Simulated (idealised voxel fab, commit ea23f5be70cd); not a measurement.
Process module name: voxel transistor to metal
Cross-section cut spans 210 nm and uses square cells 5 nm in size.
A cross-section is written here as square cells arranged in a grid, and it is given in bands from the top down, each band taking up one or more rows of cells.
Band: top and bottom heights (nm) first, top before bottom; then materials from left to right, widths in nm. "everywhere" marks a sole material filling the band edge to edge. "blank" denotes empty space.
Measure heights from 0. That's the level where, below it, the as-received wafer is all one material. The lowest band is bottomless and extends downward; write it as in "0..down".
With a width like "30 to 40", each row of cells in the band differs from the next by the same amount, the top row carrying the first number and the bottom row the second.
Step marked "nothing changed"? Then no cell in the cross-section changed in it.
For the entry "Entrapped voids", the listed items are empty spaces with no open way to the top whose size is 8 cells or more; each item follows the pattern width x height at distance, where distance is from the left edge and all three are in nm.
Heads up: the bit after the settings on a step's line is the simulator's remark on that step.
overlay nm: where the mask lay relative to plan, measured to the right, on steps with a mask; negatives go left.
Below you will find pairs of cross-sections. In each, one shows the wafer before one process step and the other after it, with the after view ending at the lowest band that changed. Under each pair is the step separating them, along with its settings. Do not assume the pairs form a chain: they can come from different runs of this module on the same starting wafer, and a pair continues from the pair above it only when its "Ex-ante state" entry says so.

### Ex-ante state
  0..down: Si everywhere
  Entrapped voids: none

### Step Outcome
  0..-5: SiO2 everywhere
  below -5: unchanged
  Entrapped voids: none
Here is the step that sits between the two cross-sections above: OXIDIZE [depth nm 5]

Ex-ante state: we pick up right where the pair above leaves off, with its after cross-section.

### Step Outcome
  10..0: SiN everywhere
  below 0: unchanged
  Entrapped voids: none
Here is the step that sits between the two cross-sections above: CONFORMAL_DEP [material SiN] [thk nm 10]

Ex-ante state: we pick up right where the pair above leaves off, with its after cross-section.

### Step Outcome
  10..0: blank 50 / SiN 110 / blank 50
  below 0: unchanged
  Entrapped voids: none
Here is the step that sits between the two cross-sections above: MASKED_ETCH [tone cover] [mask id ACTIVE] [width nm 110] [etch materials SiN] [depth nm 10] [overlay nm 0]

Ex-ante state: we pick up right where the pair above leaves off, with its after cross-section.

### Step Outcome
  10..0: blank 50 / SiN 110 / blank 50
  0..-5: blank 50 / SiO2 110 / blank 50
  below -5: unchanged
  Entrapped voids: none
Here is the step that sits between the two cross-sections above: MASKED_ETCH [tone cover] [mask id ACTIVE] [width nm 110] [etch materials SiO2] [depth nm 5] [overlay nm 0]

Ex-ante state: we pick up right where the pair above leaves off, with its after cross-section.

### Step Outcome
  10..0: blank 50 / SiN 110 / blank 50
  0..-5: blank 50 / SiO2 110 / blank 50
  -5..-25: blank 50 / Si 110 / blank 50
  below -25: unchanged
  Entrapped voids: none
Here is the step that sits between the two cross-sections above: MASKED_ETCH [tone cover] [mask id ACTIVE] [width nm 110] [etch materials Si] [depth nm 20] [overlay nm 0]

Ex-ante state: we pick up right where the pair above leaves off, with its after cross-section.

### Step Outcome
  20..10: SiO2 everywhere
  10..0: SiO2 50 / SiN 110 / SiO2 50
  0..-5: SiO2 everywhere
  -5..-25: SiO2 50 / Si 110 / SiO2 50
  below -25: unchanged
  Entrapped voids: none
Here is the step that sits between the two cross-sections above: FILL_DEP [material SiO2] [thk nm 10]

Ex-ante state: we pick up right where the pair above leaves off, with its after cross-section.

### Step Outcome
  10..0: SiO2 50 / SiN 110 / SiO2 50
  below 0: unchanged
  Entrapped voids: none
Here is the step that sits between the two cross-sections above: CMP [height nm 10]

Ex-ante state: we pick up right where the pair above leaves off, with its after cross-section.

### Step Outcome
  10..0: blank 50 / SiN 110 / blank 50
  below 0: unchanged
  Entrapped voids: none
Here is the step that sits between the two cross-sections above: SELECTIVE_ETCH [etch materials SiO2] [depth nm 10]

Ex-ante state: we pick up right where the pair above leaves off, with its after cross-section.

### Step Outcome
  0..-5: SiO2 everywhere
  below -5: unchanged
  Entrapped voids: none
Here is the step that sits between the two cross-sections above: STRIP [etch materials SiN]

Ex-ante state: we pick up right where the pair above leaves off, with its after cross-section.

### Step Outcome
  -5..-25: SiO2 50 / Si 110 / SiO2 50
  below -25: unchanged
  Entrapped voids: none
Here is the step that sits between the two cross-sections above: SELECTIVE_ETCH [etch materials SiO2] [depth nm 5]

Ex-ante state: we pick up right where the pair above leaves off, with its after cross-section.

### Step Outcome
  -5..-10: SiO2 everywhere
  below -10: unchanged
  Entrapped voids: none
Here is the step that sits between the two cross-sections above: OXIDIZE [depth nm 5]

Ex-ante state: we pick up right where the pair above leaves off, with its after cross-section.

### Step Outcome
  15..-5: polySi everywhere
  below -5: unchanged
  Entrapped voids: none
Here is the step that sits between the two cross-sections above: DIRECTIONAL_DEP [material polySi] [thk nm 20]

Ex-ante state: we pick up right where the pair above leaves off, with its after cross-section.

### Step Outcome
  30..15: SiCN everywhere
  below 15: unchanged
  Entrapped voids: none
Here is the step that sits between the two cross-sections above: DIRECTIONAL_DEP [material SiCN] [thk nm 15]

Ex-ante state: we pick up right where the pair above leaves off, with its after cross-section.

### Step Outcome
  40..30: aC everywhere
  below 30: unchanged
  Entrapped voids: none
Here is the step that sits between the two cross-sections above: DIRECTIONAL_DEP [material aC] [thk nm 10]

Ex-ante state: we pick up right where the pair above leaves off, with its after cross-section.

### Step Outcome
  65..40: blank 90 / resist 30 / blank 90
  below 40: unchanged
  Entrapped voids: none
Here is the step that sits between the two cross-sections above: PATTERN [tone cover] [mask id GATE] [material resist] [width nm 30] [thk nm 25] [overlay nm 0]

Ex-ante state: we pick up right where the pair above leaves off, with its after cross-section.

### Step Outcome
  55..40: blank 90 / resist 30 / blank 90
  40..30: blank 90 / aC 30 / blank 90
  below 30: unchanged
  Entrapped voids: none
Here is the step that sits between the two cross-sections above: DIRECTIONAL_ETCH [etch materials aC] [depth nm 10]

Ex-ante state: we pick up right where the pair above leaves off, with its after cross-section.

### Step Outcome
  40..30: blank 90 / aC 30 / blank 90
  below 30: unchanged
  Entrapped voids: none
Here is the step that sits between the two cross-sections above: STRIP [etch materials resist]

Ex-ante state: we pick up right where the pair above leaves off, with its after cross-section.

### Step Outcome
  40..30: blank 90 / aC 30 / blank 90
  30..15: blank 90 / SiCN 30 / blank 90
  below 15: unchanged
  Entrapped voids: none
Here is the step that sits between the two cross-sections above: DIRECTIONAL_ETCH [etch materials SiCN] [depth nm 25]

Ex-ante state: we pick up right where the pair above leaves off, with its after cross-section.

### Step Outcome
  40..30: blank 90 / aC 30 / blank 90
  30..15: blank 90 / SiCN 30 / blank 90
  15..-5: blank 90 / polySi 30 / blank 90
  below -5: unchanged
  Entrapped voids: none
Here is the step that sits between the two cross-sections above: DIRECTIONAL_ETCH [etch materials polySi] [depth nm 30]

Ex-ante state: we pick up right where the pair above leaves off, with its after cross-section.

### Step Outcome
  30..15: blank 90 / SiCN 30 / blank 90
  below 15: unchanged
  Entrapped voids: none
Here is the step that sits between the two cross-sections above: STRIP [etch materials aC]

Ex-ante state: we pick up right where the pair above leaves off, with its after cross-section.

### Step Outcome
  40..30: blank 80 / SiN 50 / blank 80
  30..15: blank 80 / SiN 10 / SiCN 30 / SiN 10 / blank 80
  15..5: blank 80 / SiN 10 / polySi 30 / SiN 10 / blank 80
  5..-5: SiN 90 / polySi 30 / SiN 90
  below -5: unchanged
  Entrapped voids: none
Here is the step that sits between the two cross-sections above: CONFORMAL_DEP [material SiN] [thk nm 10]

Ex-ante state: we pick up right where the pair above leaves off, with its after cross-section.

### Step Outcome
  30..15: blank 80 / SiN 10 / SiCN 30 / SiN 10 / blank 80
  15..-5: blank 80 / SiN 10 / polySi 30 / SiN 10 / blank 80
  below -5: unchanged
  Entrapped voids: none
Here is the step that sits between the two cross-sections above: DIRECTIONAL_ETCH [etch materials SiN] [depth nm 10]

Ex-ante state: we pick up right where the pair above leaves off, with its after cross-section.

### Step Outcome
  30..15: blank 80 / SiN 10 / SiCN 30 / SiN 10 / blank 80
  15..-5: blank 80 / SiN 10 / polySi 30 / SiN 10 / blank 80
  -5..-10: blank 80 / SiO2 50 / blank 80
  below -10: unchanged
  Entrapped voids: none
Here is the step that sits between the two cross-sections above: DIRECTIONAL_ETCH [etch materials SiO2] [depth nm 5]

Ex-ante state: we pick up right where the pair above leaves off, with its after cross-section.

### Step Outcome
  30..15: blank 80 / SiN 10 / SiCN 30 / SiN 10 / blank 80
  15..-5: blank 80 / SiN 10 / polySi 30 / SiN 10 / blank 80
  -5..-10: blank 80 / SiO2 50 / blank 80
  -10..-25: SiO2 50 / blank 30 / Si 50 / blank 30 / SiO2 50
  below -25: unchanged
  Entrapped voids: none
Here is the step that sits between the two cross-sections above: DIRECTIONAL_ETCH [etch materials Si] [depth nm 15]

Ex-ante state: we pick up right where the pair above leaves off, with its after cross-section.

### Step Outcome
  30..15: blank 80 / SiN 10 / SiCN 30 / SiN 10 / blank 80
  15..10: blank 80 / SiN 10 / polySi 30 / SiN 10 / blank 80
  10..-5: blank 60 / nSi 20 / SiN 10 / polySi 30 / SiN 10 / nSi 20 / blank 60
  -5..-10: blank 45 / nSi 35 / SiO2 50 / nSi 35 / blank 45
  -10..-25: SiO2 50 / nSi 30 / Si 50 / nSi 30 / SiO2 50
  below -25: unchanged
  Entrapped voids: none
Here is the step that sits between the two cross-sections above: EPI [material nSi] [thk nm 20]

Ex-ante state: we pick up right where the pair above leaves off, with its after cross-section.

### Step Outcome
  40..30: SiO2 everywhere
  30..15: SiO2 80 / SiN 10 / SiCN 30 / SiN 10 / SiO2 80
  15..10: SiO2 80 / SiN 10 / polySi 30 / SiN 10 / SiO2 80
  10..-5: SiO2 60 / nSi 20 / SiN 10 / polySi 30 / SiN 10 / nSi 20 / SiO2 60
  -5..-10: SiO2 45 / nSi 35 / SiO2 50 / nSi 35 / SiO2 45
  below -10: unchanged
  Entrapped voids: none
Here is the step that sits between the two cross-sections above: FILL_DEP [material SiO2] [thk nm 10]

Ex-ante state: we pick up right where the pair above leaves off, with its after cross-section.

### Step Outcome
  15..10: SiO2 80 / SiN 10 / polySi 30 / SiN 10 / SiO2 80
  below 10: unchanged
  Entrapped voids: none
Here is the step that sits between the two cross-sections above: CMP [height nm 15]

Ex-ante state: we pick up right where the pair above leaves off, with its after cross-section.

### Step Outcome
  15..10: SiO2 80 / SiN 10 / blank 30 / SiN 10 / SiO2 80
  10..-5: SiO2 60 / nSi 20 / SiN 10 / blank 30 / SiN 10 / nSi 20 / SiO2 60
  below -5: unchanged
  Entrapped voids: none
Here is the step that sits between the two cross-sections above: STRIP [etch materials polySi]

Ex-ante state: we pick up right where the pair above leaves off, with its after cross-section.

### Step Outcome
  15..10: blank 80 / SiN 10 / blank 30 / SiN 10 / blank 80
  10..-5: SiO2 60 / nSi 20 / SiN 10 / blank 30 / SiN 10 / nSi 20 / SiO2 60
  -5..-10: SiO2 45 / nSi 35 / SiO2 5 / blank 40 / SiO2 5 / nSi 35 / SiO2 45
  below -10: unchanged
  Entrapped voids: none
Here is the step that sits between the two cross-sections above: SELECTIVE_ETCH [etch materials SiO2] [depth nm 5]

Ex-ante state: we pick up right where the pair above leaves off, with its after cross-section.

### Step Outcome
  20..15: blank 75 / HfO2 20 / blank 20 / HfO2 20 / blank 75
  15..10: HfO2 80 / SiN 10 / HfO2 5 / blank 20 / HfO2 5 / SiN 10 / HfO2 80
  10..-5: SiO2 60 / nSi 20 / SiN 10 / HfO2 5 / blank 20 / HfO2 5 / SiN 10 / nSi 20 / SiO2 60
  -5..-10: SiO2 45 / nSi 35 / SiO2 5 / HfO2 40 / SiO2 5 / nSi 35 / SiO2 45
  below -10: unchanged
  Entrapped voids: none
Here is the step that sits between the two cross-sections above: CONFORMAL_DEP [material HfO2] [thk nm 5]

Ex-ante state: we pick up right where the pair above leaves off, with its after cross-section.

### Step Outcome
  25..20: blank 70 / TiN 30 / blank 10 / TiN 30 / blank 70
  20..15: TiN 75 / HfO2 20 / TiN 5 / blank 10 / TiN 5 / HfO2 20 / TiN 75
  15..10: HfO2 80 / SiN 10 / HfO2 5 / TiN 5 / blank 10 / TiN 5 / HfO2 5 / SiN 10 / HfO2 80
  10..0: SiO2 60 / nSi 20 / SiN 10 / HfO2 5 / TiN 5 / blank 10 / TiN 5 / HfO2 5 / SiN 10 / nSi 20 / SiO2 60
  0..-5: SiO2 60 / nSi 20 / SiN 10 / HfO2 5 / TiN 20 / HfO2 5 / SiN 10 / nSi 20 / SiO2 60
  below -5: unchanged
  Entrapped voids: none
Here is the step that sits between the two cross-sections above: CONFORMAL_DEP [material TiN] [thk nm 5]

Ex-ante state: we pick up right where the pair above leaves off, with its after cross-section.

### Step Outcome
  35..25: W everywhere
  25..20: W 70 / TiN 30 / W 10 / TiN 30 / W 70
  20..15: TiN 75 / HfO2 20 / TiN 5 / W 10 / TiN 5 / HfO2 20 / TiN 75
  15..10: HfO2 80 / SiN 10 / HfO2 5 / TiN 5 / W 10 / TiN 5 / HfO2 5 / SiN 10 / HfO2 80
  10..0: SiO2 60 / nSi 20 / SiN 10 / HfO2 5 / TiN 5 / W 10 / TiN 5 / HfO2 5 / SiN 10 / nSi 20 / SiO2 60
  below 0: unchanged
  Entrapped voids: none
Here is the step that sits between the two cross-sections above: FILL_DEP [material W] [thk nm 10]

Ex-ante state: we pick up right where the pair above leaves off, with its after cross-section.

### Step Outcome
  10..0: SiO2 60 / nSi 20 / SiN 10 / HfO2 5 / TiN 5 / W 10 / TiN 5 / HfO2 5 / SiN 10 / nSi 20 / SiO2 60
  below 0: unchanged
  Entrapped voids: none
Here is the step that sits between the two cross-sections above: CMP [height nm 10]

Ex-ante state: we pick up right where the pair above leaves off, with its after cross-section.

### Step Outcome
  20..10: SiO2 everywhere
  below 10: unchanged
  Entrapped voids: none
Here is the step that sits between the two cross-sections above: DIRECTIONAL_DEP [material SiO2] [thk nm 10]

Ex-ante state: we pick up right where the pair above leaves off, with its after cross-section.

### Step Outcome
  35..20: aC everywhere
  below 20: unchanged
  Entrapped voids: none
Here is the step that sits between the two cross-sections above: DIRECTIONAL_DEP [material aC] [thk nm 15]

Ex-ante state: we pick up right where the pair above leaves off, with its after cross-section.

### Step Outcome
  70..35: resist 60 / blank 15 / resist 60 / blank 15 / resist 60
  below 35: unchanged
  Entrapped voids: none
Here is the step that sits between the two cross-sections above: PATTERN [tone open] [mask id CONTACT] [material resist] [width nm 15] [pitch nm 75] [thk nm 35] [overlay nm 0]

Ex-ante state: we pick up right where the pair above leaves off, with its after cross-section.

### Step Outcome
  55..35: resist 60 / blank 15 / resist 60 / blank 15 / resist 60
  35..20: aC 60 / blank 15 / aC 60 / blank 15 / aC 60
  below 20: unchanged
  Entrapped voids: none
Here is the step that sits between the two cross-sections above: DIRECTIONAL_ETCH [etch materials aC] [depth nm 15]

Ex-ante state: we pick up right where the pair above leaves off, with its after cross-section.

### Step Outcome
  35..20: aC 60 / blank 15 / aC 60 / blank 15 / aC 60
  below 20: unchanged
  Entrapped voids: none
Here is the step that sits between the two cross-sections above: STRIP [etch materials resist]

Ex-ante state: we pick up right where the pair above leaves off, with its after cross-section.

### Step Outcome
  35..20: aC 60 / blank 15 / aC 60 / blank 15 / aC 60
  20..10: SiO2 60 / blank 15 / SiO2 60 / blank 15 / SiO2 60
  below 10: unchanged
  Entrapped voids: none
Here is the step that sits between the two cross-sections above: DIRECTIONAL_ETCH [etch materials SiO2] [depth nm 10]

Ex-ante state: we pick up right where the pair above leaves off, with its after cross-section.

### Step Outcome
  20..10: SiO2 60 / blank 15 / SiO2 60 / blank 15 / SiO2 60
  below 10: unchanged
  Entrapped voids: none
Here is the step that sits between the two cross-sections above: STRIP [etch materials aC]

Ex-ante state: we pick up right where the pair above leaves off, with its after cross-section.

### Step Outcome
  25..20: TiN 65 / blank 5 / TiN 70 / blank 5 / TiN 65
  20..15: SiO2 60 / TiN 5 / blank 5 / TiN 5 / SiO2 60 / TiN 5 / blank 5 / TiN 5 / SiO2 60
  15..10: SiO2 60 / TiN 15 / SiO2 60 / TiN 15 / SiO2 60
  below 10: unchanged
  Entrapped voids: none
Here is the step that sits between the two cross-sections above: CONFORMAL_DEP [material TiN] [thk nm 5]

Ex-ante state: we pick up right where the pair above leaves off, with its after cross-section.

### Step Outcome
  35..25: Ru everywhere
  25..20: TiN 65 / Ru 5 / TiN 70 / Ru 5 / TiN 65
  20..15: SiO2 60 / TiN 5 / Ru 5 / TiN 5 / SiO2 60 / TiN 5 / Ru 5 / TiN 5 / SiO2 60
  below 15: unchanged
  Entrapped voids: none
Here is the step that sits between the two cross-sections above: FILL_DEP [material Ru] [thk nm 10]

Ex-ante state: we pick up right where the pair above leaves off, with its after cross-section.

### Step Outcome
  20..15: SiO2 60 / TiN 5 / Ru 5 / TiN 5 / SiO2 60 / TiN 5 / Ru 5 / TiN 5 / SiO2 60
  below 15: unchanged
  Entrapped voids: none
Here is the step that sits between the two cross-sections above: CMP [height nm 20]

Ex-ante state: we pick up right where the pair above leaves off, with its after cross-section.

### Step Outcome
  25..20: SiCN everywhere
  below 20: unchanged
  Entrapped voids: none
Here is the step that sits between the two cross-sections above: CONFORMAL_DEP [material SiCN] [thk nm 5]

Ex-ante state: we pick up right where the pair above leaves off, with its after cross-section.

### Step Outcome
  40..25: SiO2 everywhere
  below 25: unchanged
  Entrapped voids: none
Here is the step that sits between the two cross-sections above: DIRECTIONAL_DEP [material SiO2] [thk nm 15]

Ex-ante state: we pick up right where the pair above leaves off, with its after cross-section.

### Step Outcome
  60..40: resist 60 / blank 15 / resist 60 / blank 15 / resist 60
  below 40: unchanged
  Entrapped voids: none
Here is the step that sits between the two cross-sections above: PATTERN [tone open] [mask id METAL_1] [material resist] [width nm 15] [pitch nm 75] [thk nm 20] [overlay nm 0]

Ex-ante state: we pick up right where the pair above leaves off, with its after cross-section.

### Step Outcome
  60..40: resist 60 / blank 15 / resist 60 / blank 15 / resist 60
  40..25: SiO2 60 / blank 15 / SiO2 60 / blank 15 / SiO2 60
  below 25: unchanged
  Entrapped voids: none
Here is the step that sits between the two cross-sections above: DIRECTIONAL_ETCH [etch materials SiO2] [depth nm 15]

Ex-ante state: we pick up right where the pair above leaves off, with its after cross-section.

### Step Outcome
  60..40: resist 60 / blank 15 / resist 60 / blank 15 / resist 60
  40..25: SiO2 60 / blank 15 / SiO2 60 / blank 15 / SiO2 60
  25..20: SiCN 60 / blank 15 / SiCN 60 / blank 15 / SiCN 60
  below 20: unchanged
  Entrapped voids: none
Here is the step that sits between the two cross-sections above: DIRECTIONAL_ETCH [etch materials SiCN] [depth nm 5]

Ex-ante state: we pick up right where the pair above leaves off, with its after cross-section.

### Step Outcome
  40..25: SiO2 60 / blank 15 / SiO2 60 / blank 15 / SiO2 60
  below 25: unchanged
  Entrapped voids: none
Here is the step that sits between the two cross-sections above: STRIP [etch materials resist]

Ex-ante state: we pick up right where the pair above leaves off, with its after cross-section.

### Step Outcome
  45..40: TiN 65 / blank 5 / TiN 70 / blank 5 / TiN 65
  40..25: SiO2 60 / TiN 5 / blank 5 / TiN 5 / SiO2 60 / TiN 5 / blank 5 / TiN 5 / SiO2 60
  25..20: SiCN 60 / TiN 15 / SiCN 60 / TiN 15 / SiCN 60
  below 20: unchanged
  Entrapped voids: none
Here is the step that sits between the two cross-sections above: CONFORMAL_DEP [material TiN] [thk nm 5]

Ex-ante state: we pick up right where the pair above leaves off, with its after cross-section.

### Step Outcome
  55..45: Ru everywhere
  45..40: TiN 65 / Ru 5 / TiN 70 / Ru 5 / TiN 65
  40..25: SiO2 60 / TiN 5 / Ru 5 / TiN 5 / SiO2 60 / TiN 5 / Ru 5 / TiN 5 / SiO2 60
  below 25: unchanged
  Entrapped voids: none
Here is the step that sits between the two cross-sections above: FILL_DEP [material Ru] [thk nm 10]

Ex-ante state: we pick up right where the pair above leaves off, with its after cross-section.

### Step Outcome
  40..25: SiO2 60 / TiN 5 / Ru 5 / TiN 5 / SiO2 60 / TiN 5 / Ru 5 / TiN 5 / SiO2 60
  below 25: unchanged
  Entrapped voids: none
Here is the step that sits between the two cross-sections above: CMP [height nm 40]

Ex-ante state: we pick up right where the pair above leaves off, with its after cross-section.

### Step Outcome
  45..40: SiN everywhere
  below 40: unchanged
  Entrapped voids: none
Here is the step that sits between the two cross-sections above: CONFORMAL_DEP [material SiN] [thk nm 5]

### Ex-ante state
  15..10: blank 80 / SiN 10 / blank 30 / SiN 10 / blank 80
  10..-5: SiO2 60 / nSi 20 / SiN 10 / blank 30 / SiN 10 / nSi 20 / SiO2 60
  -5..-10: SiO2 45 / nSi 35 / SiO2 5 / blank 40 / SiO2 5 / nSi 35 / SiO2 45
  -10..-25: SiO2 50 / nSi 30 / Si 50 / nSi 30 / SiO2 50
  -25..down: Si everywhere
  Entrapped voids: none

### Step Outcome
  20..15: blank 75 / TiN 20 / blank 20 / TiN 20 / blank 75
  15..10: TiN 80 / SiN 10 / TiN 5 / blank 20 / TiN 5 / SiN 10 / TiN 80
  10..-5: SiO2 60 / nSi 20 / SiN 10 / TiN 5 / blank 20 / TiN 5 / SiN 10 / nSi 20 / SiO2 60
  -5..-10: SiO2 45 / nSi 35 / SiO2 5 / TiN 40 / SiO2 5 / nSi 35 / SiO2 45
  below -10: unchanged
  Entrapped voids: none
Here is the step that sits between the two cross-sections above: CONFORMAL_DEP [material TiN] [thk nm 5]

Ex-ante state: we pick up right where the pair above leaves off, with its after cross-section.

### Step Outcome
  30..20: W everywhere
  20..15: W 75 / TiN 20 / W 20 / TiN 20 / W 75
  15..10: TiN 80 / SiN 10 / TiN 5 / W 20 / TiN 5 / SiN 10 / TiN 80
  10..-5: SiO2 60 / nSi 20 / SiN 10 / TiN 5 / W 20 / TiN 5 / SiN 10 / nSi 20 / SiO2 60
  below -5: unchanged
  Entrapped voids: none
Here is the step that sits between the two cross-sections above: FILL_DEP [material W] [thk nm 10]

Ex-ante state: we pick up right where the pair above leaves off, with its after cross-section.

### Step Outcome
  10..-5: SiO2 60 / nSi 20 / SiN 10 / TiN 5 / W 20 / TiN 5 / SiN 10 / nSi 20 / SiO2 60
  below -5: unchanged
  Entrapped voids: none
Here is the step that sits between the two cross-sections above: CMP [height nm 10]

Ex-ante state: we pick up right where the pair above leaves off, with its after cross-section.

### Step Outcome
  20..10: SiO2 everywhere
  below 10: unchanged
  Entrapped voids: none
Here is the step that sits between the two cross-sections above: DIRECTIONAL_DEP [material SiO2] [thk nm 10]

Ex-ante state: we pick up right where the pair above leaves off, with its after cross-section.

### Step Outcome
  35..20: aC everywhere
  below 20: unchanged
  Entrapped voids: none
Here is the step that sits between the two cross-sections above: DIRECTIONAL_DEP [material aC] [thk nm 15]

Ex-ante state: we pick up right where the pair above leaves off, with its after cross-section.

### Step Outcome
  70..35: resist 60 / blank 15 / resist 60 / blank 15 / resist 60
  below 35: unchanged
  Entrapped voids: none
Here is the step that sits between the two cross-sections above: PATTERN [tone open] [mask id CONTACT] [material resist] [width nm 15] [pitch nm 75] [thk nm 35] [overlay nm 0]

Ex-ante state: we pick up right where the pair above leaves off, with its after cross-section.

### Step Outcome
  55..35: resist 60 / blank 15 / resist 60 / blank 15 / resist 60
  35..20: aC 60 / blank 15 / aC 60 / blank 15 / aC 60
  below 20: unchanged
  Entrapped voids: none
Here is the step that sits between the two cross-sections above: DIRECTIONAL_ETCH [etch materials aC] [depth nm 15]

Ex-ante state: we pick up right where the pair above leaves off, with its after cross-section.

### Step Outcome
  35..20: aC 60 / blank 15 / aC 60 / blank 15 / aC 60
  below 20: unchanged
  Entrapped voids: none
Here is the step that sits between the two cross-sections above: STRIP [etch materials resist]

Ex-ante state: we pick up right where the pair above leaves off, with its after cross-section.

### Step Outcome
  35..20: aC 60 / blank 15 / aC 60 / blank 15 / aC 60
  20..10: SiO2 60 / blank 15 / SiO2 60 / blank 15 / SiO2 60
  below 10: unchanged
  Entrapped voids: none
Here is the step that sits between the two cross-sections above: DIRECTIONAL_ETCH [etch materials SiO2] [depth nm 10]

Ex-ante state: we pick up right where the pair above leaves off, with its after cross-section.

### Step Outcome
  20..10: SiO2 60 / blank 15 / SiO2 60 / blank 15 / SiO2 60
  below 10: unchanged
  Entrapped voids: none
Here is the step that sits between the two cross-sections above: STRIP [etch materials aC]

Ex-ante state: we pick up right where the pair above leaves off, with its after cross-section.

### Step Outcome
  25..20: TiN 65 / blank 5 / TiN 70 / blank 5 / TiN 65
  20..15: SiO2 60 / TiN 5 / blank 5 / TiN 5 / SiO2 60 / TiN 5 / blank 5 / TiN 5 / SiO2 60
  15..10: SiO2 60 / TiN 15 / SiO2 60 / TiN 15 / SiO2 60
  below 10: unchanged
  Entrapped voids: none
Here is the step that sits between the two cross-sections above: CONFORMAL_DEP [material TiN] [thk nm 5]

Ex-ante state: we pick up right where the pair above leaves off, with its after cross-section.

### Step Outcome
  35..25: Ru everywhere
  25..20: TiN 65 / Ru 5 / TiN 70 / Ru 5 / TiN 65
  20..15: SiO2 60 / TiN 5 / Ru 5 / TiN 5 / SiO2 60 / TiN 5 / Ru 5 / TiN 5 / SiO2 60
  below 15: unchanged
  Entrapped voids: none
Here is the step that sits between the two cross-sections above: FILL_DEP [material Ru] [thk nm 10]

Ex-ante state: we pick up right where the pair above leaves off, with its after cross-section.

### Step Outcome
  20..15: SiO2 60 / TiN 5 / Ru 5 / TiN 5 / SiO2 60 / TiN 5 / Ru 5 / TiN 5 / SiO2 60
  below 15: unchanged
  Entrapped voids: none
Here is the step that sits between the two cross-sections above: CMP [height nm 20]

Ex-ante state: we pick up right where the pair above leaves off, with its after cross-section.

### Step Outcome
  25..20: SiCN everywhere
  below 20: unchanged
  Entrapped voids: none
Here is the step that sits between the two cross-sections above: CONFORMAL_DEP [material SiCN] [thk nm 5]

Ex-ante state: we pick up right where the pair above leaves off, with its after cross-section.

### Step Outcome
  40..25: SiO2 everywhere
  below 25: unchanged
  Entrapped voids: none
Here is the step that sits between the two cross-sections above: DIRECTIONAL_DEP [material SiO2] [thk nm 15]

Ex-ante state: we pick up right where the pair above leaves off, with its after cross-section.

### Step Outcome
  60..40: resist 60 / blank 15 / resist 60 / blank 15 / resist 60
  below 40: unchanged
  Entrapped voids: none
Here is the step that sits between the two cross-sections above: PATTERN [tone open] [mask id METAL_1] [material resist] [width nm 15] [pitch nm 75] [thk nm 20] [overlay nm 0]

Ex-ante state: we pick up right where the pair above leaves off, with its after cross-section.

### Step Outcome
  60..40: resist 60 / blank 15 / resist 60 / blank 15 / resist 60
  40..25: SiO2 60 / blank 15 / SiO2 60 / blank 15 / SiO2 60
  below 25: unchanged
  Entrapped voids: none
Here is the step that sits between the two cross-sections above: DIRECTIONAL_ETCH [etch materials SiO2] [depth nm 15]

Ex-ante state: we pick up right where the pair above leaves off, with its after cross-section.

### Step Outcome
  60..40: resist 60 / blank 15 / resist 60 / blank 15 / resist 60
  40..25: SiO2 60 / blank 15 / SiO2 60 / blank 15 / SiO2 60
  25..20: SiCN 60 / blank 15 / SiCN 60 / blank 15 / SiCN 60
  below 20: unchanged
  Entrapped voids: none
Here is the step that sits between the two cross-sections above: DIRECTIONAL_ETCH [etch materials SiCN] [depth nm 5]

Ex-ante state: we pick up right where the pair above leaves off, with its after cross-section.

### Step Outcome
  40..25: SiO2 60 / blank 15 / SiO2 60 / blank 15 / SiO2 60
  below 25: unchanged
  Entrapped voids: none
Here is the step that sits between the two cross-sections above: STRIP [etch materials resist]

Ex-ante state: we pick up right where the pair above leaves off, with its after cross-section.

### Step Outcome
  45..40: TiN 65 / blank 5 / TiN 70 / blank 5 / TiN 65
  40..25: SiO2 60 / TiN 5 / blank 5 / TiN 5 / SiO2 60 / TiN 5 / blank 5 / TiN 5 / SiO2 60
  25..20: SiCN 60 / TiN 15 / SiCN 60 / TiN 15 / SiCN 60
  below 20: unchanged
  Entrapped voids: none
Here is the step that sits between the two cross-sections above: CONFORMAL_DEP [material TiN] [thk nm 5]

Ex-ante state: we pick up right where the pair above leaves off, with its after cross-section.

### Step Outcome
  55..45: Ru everywhere
  45..40: TiN 65 / Ru 5 / TiN 70 / Ru 5 / TiN 65
  40..25: SiO2 60 / TiN 5 / Ru 5 / TiN 5 / SiO2 60 / TiN 5 / Ru 5 / TiN 5 / SiO2 60
  below 25: unchanged
  Entrapped voids: none
Here is the step that sits between the two cross-sections above: FILL_DEP [material Ru] [thk nm 10]

Ex-ante state: we pick up right where the pair above leaves off, with its after cross-section.

### Step Outcome
  40..25: SiO2 60 / TiN 5 / Ru 5 / TiN 5 / SiO2 60 / TiN 5 / Ru 5 / TiN 5 / SiO2 60
  below 25: unchanged
  Entrapped voids: none
Here is the step that sits between the two cross-sections above: CMP [height nm 40]

Ex-ante state: we pick up right where the pair above leaves off, with its after cross-section.

### Step Outcome
  45..40: SiN everywhere
  below 40: unchanged
  Entrapped voids: none
Here is the step that sits between the two cross-sections above: CONFORMAL_DEP [material SiN] [thk nm 5]

### Ex-ante state
  30..15: blank 80 / SiN 10 / SiCN 30 / SiN 10 / blank 80
  15..-5: blank 80 / SiN 10 / polySi 30 / SiN 10 / blank 80
  -5..-10: blank 80 / SiO2 50 / blank 80
  -10..-25: SiO2 50 / blank 30 / Si 50 / blank 30 / SiO2 50
  -25..down: Si everywhere
  Entrapped voids: none

### Step Outcome
  30..15: blank 80 / SiN 10 / SiCN 30 / SiN 10 / blank 80
  15..-5: blank 80 / SiN 10 / polySi 30 / SiN 10 / blank 80
  -5..-10: blank 80 / SiO2 50 / blank 80
  -10..-25: SiO2 50 / blank 30 / Si 50 / blank 30 / SiO2 50
  -25..-40: Si 50 / blank 30 / Si 50 / blank 30 / Si 50
  below -40: unchanged
  Entrapped voids: none
Here is the step that sits between the two cross-sections above: DIRECTIONAL_ETCH [etch materials Si] [depth nm 15]

Ex-ante state: we pick up right where the pair above leaves off, with its after cross-section.

### Step Outcome
  30..15: blank 80 / SiN 10 / SiCN 30 / SiN 10 / blank 80
  15..10: blank 80 / SiN 10 / polySi 30 / SiN 10 / blank 80
  10..-5: blank 60 / nSi 20 / SiN 10 / polySi 30 / SiN 10 / nSi 20 / blank 60
  -5..-10: blank 45 / nSi 35 / SiO2 50 / nSi 35 / blank 45
  -10..-25: SiO2 50 / nSi 30 / Si 50 / nSi 30 / SiO2 50
  -25..-40: Si 50 / nSi 30 / Si 50 / nSi 30 / Si 50
  below -40: unchanged
  Entrapped voids: none
Here is the step that sits between the two cross-sections above: EPI [material nSi] [thk nm 20]
